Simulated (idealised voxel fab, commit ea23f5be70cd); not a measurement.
Proc. module: voxel transistor to metal
Shown is cross-section cut, with a width of 160 nm and square cells of size 5 nm.
Format of a cross-section: grid, square cells. Given as bands. Order: top down. Band: one or more rows of cells. Each band's line starts with the height of the band's top and of its bottom, in nm. Then come its materials from left to right, each with its width in nm. One material with "full width" fills the band from edge to edge. "air" is empty space. Counting heights begins at 0, where everything beneath is, in the wafer as received, one material. The lowest band has no bottom; it goes on downwards, as "0 nm and below" shows. A width given as "30->40" starts at the first number in the band's top row and ends at the second number in its bottom row, shifting by an equal amount at every step from row to row. Any step labelled "identical to before" changed none of the cells in the cross-section. Entry "Voids, sealed". Content: empty spaces with no open connection to the top, size 8 cells or greater. Each: width x height at distance. Distance: from left edge. Unit: nm. Text after the settings on a step's line: the simulator's own remark on that step. "overlay nm", when on a step's line for a step with a mask, measures how far to the right of its planned place the mask lay; a negative measure means to the left.

**The process steps that were planned are listed below**
1 RECEIVE,material Si
2 CONFORMAL_DEP,material SiO2,thk nm 5
3 CONFORMAL_DEP,material SiN,thk nm 10
4 MASKED_ETCH,tone cover,mask id ACTIVE,width nm 115,etch materials SiN,depth nm 10,overlay nm 0
5 MASKED_ETCH,tone cover,mask id ACTIVE,width nm 115,etch materials SiO2,depth nm 5,overlay nm 0
6 MASKED_ETCH,tone cover,mask id ACTIVE,width nm 115,etch materials Si,depth nm 30,overlay nm 0
7 OXIDIZE,depth nm 5
8 FILL_DEP,material SiO2,thk nm 15
9 CMP,height nm 15
10 SELECTIVE_ETCH,etch materials SiO2,depth nm 10
11 STRIP,etch materials SiN
12 SELECTIVE_ETCH,etch materials SiO2,depth nm 5
13 OXIDIZE,depth nm 5
14 DIRECTIONAL_DEP,material polySi,thk nm 25
15 DIRECTIONAL_DEP,material SiCN,thk nm 10
16 PATTERN,tone cover,mask id GATE,material resist,width nm 25,thk nm 20,overlay nm 0
17 DIRECTIONAL_ETCH,etch materials SiCN,depth nm 20
18 DIRECTIONAL_ETCH,etch materials polySi,depth nm 35
19 STRIP,etch materials resist
20 CONFORMAL_DEP,material SiO2,thk nm 5
21 DIRECTIONAL_ETCH,etch materials SiO2,depth nm 5
22 CONFORMAL_DEP,material SiN,thk nm 5
23 DIRECTIONAL_ETCH,etch materials SiN,depth nm 5
24 DIRECTIONAL_ETCH,etch materials SiO2,depth nm 5
25 EPI,material pSi,thk nm 5
26 FILL_DEP,material SiO2,thk nm 10
27 CMP,height nm 25
28 DIRECTIONAL_DEP,material SiO2,thk nm 10
29 MASKED_ETCH,tone open,mask id CONTACT,width nm 35,pitch nm 70,etch materials SiO2,depth nm 45,overlay nm 0
30 CONFORMAL_DEP,material TiN,thk nm 5
31 FILL_DEP,material Ru,thk nm 10
32 CMP,height nm 45
33 CONFORMAL_DEP,material SiN,thk nm 5
34 DIRECTIONAL_DEP,material lowk,thk nm 20
35 PATTERN,tone open,mask id METAL_1,material resist,width nm 20,pitch nm 85,thk nm 20,overlay nm 0
36 DIRECTIONAL_ETCH,etch materials lowk,depth nm 20
37 DIRECTIONAL_ETCH,etch materials SiN,depth nm 5
38 STRIP,etch materials resist
39 CONFORMAL_DEP,material TiN,thk nm 5
40 FILL_DEP,material W,thk nm 5
41 CMP,height nm 70
42 EPI,material Ru,thk nm 5
43 FILL_DEP,material SiCN,thk nm 5
Where the wafers of this document differ is in the height nm of step 27; they start out the same, and the plan states the value that applied to the first wafer.

**As-received cross-section, first of several wafers, post step 1**
- 0 nm and below  Si full width
- Voids, sealed: none

**Here is the cross-section of the first of several wafers at the end of the module, after its last step, step 43**
- 80 nm to 75 nm  SiCN full width
- 75 nm to 70 nm  SiCN=20, Ru=30, SiCN=55, Ru=30, SiCN=25
- 70 nm to 50 nm  lowk=25, TiN=5, W=10, TiN=5, lowk=65, TiN=5, W=10, TiN=5, lowk=30
- 50 nm to 45 nm  SiN=25, TiN=20, SiN=65, TiN=20, SiN=30
- 45 nm to 40 nm  Ru full width
- 40 nm to 35 nm  TiN=30, Ru=25, TiN=45, Ru=25, TiN=35
- 35 nm to 25 nm  SiO2=25, TiN=5, Ru=25->20, TiN=5->10, SiO2=35, TiN=5->10, Ru=25->20, TiN=5, SiO2=30
- 25 nm to 5 nm  SiO2=25, TiN=5, Ru=20, TiN=5, SiN=5, SiO2=5, polySi=25, SiO2=5, SiN=5, TiN=5, Ru=20, TiN=5, SiO2=30
- 5 nm to 0 nm  SiO2=25, TiN=30, SiN=5, SiO2=5, polySi=25, SiO2=5, SiN=5, TiN=30, SiO2=30
- 0 nm to -5 nm  SiO2=20, pSi=35, SiO2=45, pSi=35, SiO2=25
- -5 nm to -35 nm  SiO2=25, Si=105, SiO2=30
- -35 nm and below  Si full width
- Voids, sealed: none

**Last wafer of the set, cross-sectioned at end of module**
- 80 nm to 75 nm  SiCN full width
- 75 nm to 70 nm  SiCN=20, Ru=30, SiCN=55, Ru=30, SiCN=25
- 70 nm to 50 nm  lowk=25, TiN=5, W=10, TiN=5, lowk=65, TiN=5, W=10, TiN=5, lowk=30
- 50 nm to 45 nm  SiN=25, TiN=20, SiN=65, TiN=20, SiN=30
- 45 nm to 35 nm  SiO2=25, TiN=5, Ru=25->20, TiN=5->10, SiO2=35, TiN=5->10, Ru=25->20, TiN=5, SiO2=30
- 35 nm to 25 nm  SiO2=25, TiN=5, Ru=20, TiN=5, SiN=5, SiO2=5, SiCN=25, SiO2=5, SiN=5, TiN=5, Ru=20, TiN=5, SiO2=30
- 25 nm to 15 nm  SiO2=25, TiN=5, Ru=20, TiN=5, SiN=5, SiO2=5, polySi=25, SiO2=5, SiN=5, TiN=5, Ru=20, TiN=5, SiO2=30
- 15 nm to 10 nm  SiO2=25, TiN=30, SiN=5, SiO2=5, polySi=25, SiO2=5, SiN=5, TiN=30, SiO2=30
- 10 nm to 0 nm  SiO2=55, SiN=5, SiO2=5, polySi=25, SiO2=5, SiN=5, SiO2=60
- 0 nm to -5 nm  SiO2=20, pSi=35, SiO2=45, pSi=35, SiO2=25
- -5 nm to -35 nm  SiO2=25, Si=105, SiO2=30
- -35 nm and below  Si full width
- Voids, sealed: none

**Every row in this table is a wafer at the end of the module, and it gives, for each of the materials, the cells that wafer has gained (+) or lost (-) since it was received, then its closed voids**
height nm 25 | +104 Ru | -98 Si | +52 SiCN | +34 SiN | +185 SiO2 | +84 TiN | +16 W | +96 lowk | +14 pSi | +25 polySi | Voids, sealed: none
height nm 30 | +80 Ru | -98 Si | +57 SiCN | +36 SiN | +198 SiO2 | +88 TiN | +16 W | +96 lowk | +14 pSi | +25 polySi | Voids, sealed: none
height nm 35 | +78 Ru | -98 Si | +62 SiCN | +38 SiN | +211 SiO2 | +70 TiN | +16 W | +96 lowk | +14 pSi | +25 polySi | Voids, sealed: none
height nm 40 | +70 Ru | -98 Si | +62 SiCN | +38 SiN | +223 SiO2 | +66 TiN | +16 W | +96 lowk | +14 pSi | +25 polySi | Voids, sealed: none
height nm 45 | +62 Ru | -98 Si | +62 SiCN | +38 SiN | +235 SiO2 | +62 TiN | +16 W | +96 lowk | +14 pSi | +25 polySi | Voids, sealed: none
